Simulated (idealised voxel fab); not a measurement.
The document below concerns the process module designated voxel wiring stack.
Section shown: cut. Width: 205 nm. Cell size: 5 nm, square.
For the purposes of this document, a cross-section shall be understood as a grid of square cells, specified as bands listed in top-to-bottom order, each band consisting of one or more rows of cells.
Heights first: top, then bottom, in nm. Then materials, left to right, each with a width in nm. "everywhere" on a single material: fills the band edge to edge. "blank": empty space.
Height is counted from the level 0, under which the received wafer is composed throughout of one material. The lowest of the bands is not closed at the bottom but continues downward, in the notation "0 down".
A two-number width, for instance "30->40", indicates that the width is equal to the first number in the top row of the band and to the second number in the bottom row, and that it changes by a constant amount per row of cells.
"nothing changed" after a step means that no cell of the cross-section changed.
The entry "Closed voids list" lists the empty spaces that cover at least 8 cells and have no open path to the top. Each is written as width x height at distance, where the distance is measured from the left edge and all three values are in nm.
What comes after the settings on a step's line is commentary from the simulator itself on that step.
Regarding "overlay nm": on a step with a mask, it is the distance the mask lay to the right of its planned place; a negative value places it to the left.
# Planned process steps
| 1 | RECEIVE: material Si |
| 2 | CONFORMAL_DEP: material SiO2, thk nm 10 |
| 3 | DIRECTIONAL_DEP: material TiN, thk nm 5 |
| 4 | DIRECTIONAL_DEP: material Ru, thk nm 25 |
| 5 | PATTERN: tone cover, mask id METAL_1, material resist, width nm 30, pitch nm 50, thk nm 20, overlay nm 0 |
| 6 | DIRECTIONAL_ETCH: etch materials Ru, depth nm 25 |
| 7 | DIRECTIONAL_ETCH: etch materials TiN, depth nm 5 |
| 8 | STRIP: etch materials resist |
| 9 | FILL_DEP: material SiO2, thk nm 10 |
| 10 | CMP: height nm 40 |
| 11 | CONFORMAL_DEP: material SiCN, thk nm 5 |
| 12 | DIRECTIONAL_DEP: material SiO2, thk nm 15 |
| 13 | MASKED_ETCH: tone open, mask id PLUG_1, width nm 15, pitch nm 50, etch materials SiO2, depth nm 15, overlay nm 0 |
| 14 | MASKED_ETCH: tone open, mask id PLUG_1, width nm 15, pitch nm 50, etch materials SiCN, depth nm 5, overlay nm 0 |
| 15 | CONFORMAL_DEP: material TiN, thk nm 5 |
| 16 | FILL_DEP: material Cu, thk nm 5 |
| 17 | CMP: height nm 60 |
| 18 | CONFORMAL_DEP: material SiN, thk nm 5 |
| 19 | DIRECTIONAL_DEP: material SiO2, thk nm 25 |
| 20 | DIRECTIONAL_DEP: material aC, thk nm 10 |
| 21 | PATTERN: tone open, mask id METAL_2, material resist, width nm 30, pitch nm 50, thk nm 25, overlay nm 0 |
| 22 | DIRECTIONAL_ETCH: etch materials aC, depth nm 10 |
| 23 | STRIP: etch materials resist |
| 24 | DIRECTIONAL_ETCH: etch materials SiO2, depth nm 25 |
| 25 | DIRECTIONAL_ETCH: etch materials SiN, depth nm 5 |
| 26 | STRIP: etch materials aC |
| 27 | CONFORMAL_DEP: material TiN, thk nm 5 |
| 28 | FILL_DEP: material Cu, thk nm 5 |
| 29 | CMP: height nm 90 |
| 30 | CONFORMAL_DEP: material SiCN, thk nm 5 |
# Cross-section: wafer on arrival = after step 1
    0 down | Si everywhere
    Closed voids list: none
# Starting structure and process plan are as shown above, but one mistake was made in running the module; the wafer cross-section at the end of the module follows
    95 to 90 | SiCN everywhere
    90 to 65 | SiO2 (35); TiN (5); Cu (20); TiN (5); SiO2 (20); TiN (5); Cu (20); TiN (5); SiO2 (20); TiN (5); Cu (20); TiN (5); SiO2 (40)
    65 to 60 | SiN (35); TiN (30); SiN (20); TiN (30); SiN (20); TiN (30); SiN (40)
    60 to 50 | SiO2 (35); TiN (5); Cu (5); TiN (5); SiO2 (35); TiN (5); Cu (5); TiN (5); SiO2 (35); TiN (5); Cu (5); TiN (5); SiO2 (55)
    50 to 45 | SiCN (35); TiN (15); SiCN (35); TiN (15); SiCN (35); TiN (15); SiCN (55)
    45 to 40 | SiO2 everywhere
    40 to 15 | SiO2 (35); Ru (30); SiO2 (20); Ru (30); SiO2 (20); Ru (30); SiO2 (40)
    15 to 10 | SiO2 (35); TiN (30); SiO2 (20); TiN (30); SiO2 (20); TiN (30); SiO2 (40)
    10 to 0 | SiO2 everywhere
    0 down | Si everywhere
    Closed voids list: none
It is concluded that the wafer was processed incorrectly with respect to the plan, in that step 10 ran differently from the plan; actual operation with settings: CMP: height nm 45
